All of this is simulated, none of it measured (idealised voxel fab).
Herein follows the process module entitled voxel released beams.
cross-section cut | 255 nm wide | cells 5 nm
In this document a cross-section is written as a grid of square cells. It is given as a series of bands, listed from the top down, and a band is one or more rows of cells.
Per band: top height and bottom height in nm, followed by the left-to-right materials and their widths in nm; "throughout" marks a single material spanning edge to edge, "empty" marks empty space.
Zero point of the height axis is 0; under it, received wafer = one material. Lowest band: continues down indefinitely, "0 down".
The two numbers in a width such as "30->40" mark its ends across the band: the first belongs to the top row of cells, the second to the bottom row, and from each row to the next the width moves by the same amount.
"nothing changed" -> step changed no cross-section cell.
The label "Closed void listing" introduces a list of the empty spaces, 8 cells or larger, that have no open way up to the top; each entry in it reads width x height at distance, where the distance is taken from the left edge and all three are stated in nm.
Formally, on a step line, whatever follows the settings is a remark that the simulator itself makes on the step.
overlay nm, on a step with a mask: how far to the right of its planned place the mask lay; to the left if negative
Planned process steps
1) RECEIVE,material Si
2) CONFORMAL_DEP,material Al2O3,thk nm 5
3) DIRECTIONAL_DEP,material SiO2,thk nm 15
4) MASKED_ETCH,tone open,mask id ANCHOR,width nm 35,etch materials SiO2,depth nm 15,overlay nm 0
5) CONFORMAL_DEP,material W,thk nm 10
6) DIRECTIONAL_DEP,material aC,thk nm 10
7) PATTERN,tone cover,mask id BEAM,material resist,width nm 95,thk nm 30,overlay nm 0
8) DIRECTIONAL_ETCH,etch materials aC,depth nm 10
9) STRIP,etch materials resist
10) DIRECTIONAL_ETCH,etch materials W,depth nm 10
11) STRIP,etch materials aC
12) STRIP,etch materials SiO2
Cross-sectional view of the wafer in its as-received condition, corresponding to the state after step 1
	0 down = Si throughout
	Closed void listing: none
The module was run from the start shown above using the plan shown above, but one mistake was made doing it; the resulting wafer cross-section is below
	25 to 15 = 75 of empty / 15 of W / 15 of empty / 65 of W / 85 of empty
	15 to 10 = 80 of empty / 10 of W / 15 of empty / 10 of W / 140 of empty
	10 to 0 = 80 of empty / 35 of W / 140 of empty
	0 down = Si throughout
	Closed void listing: none
Deviation noted in wafer processing: it should be noted that step 2 of the plan was omitted and was not performed
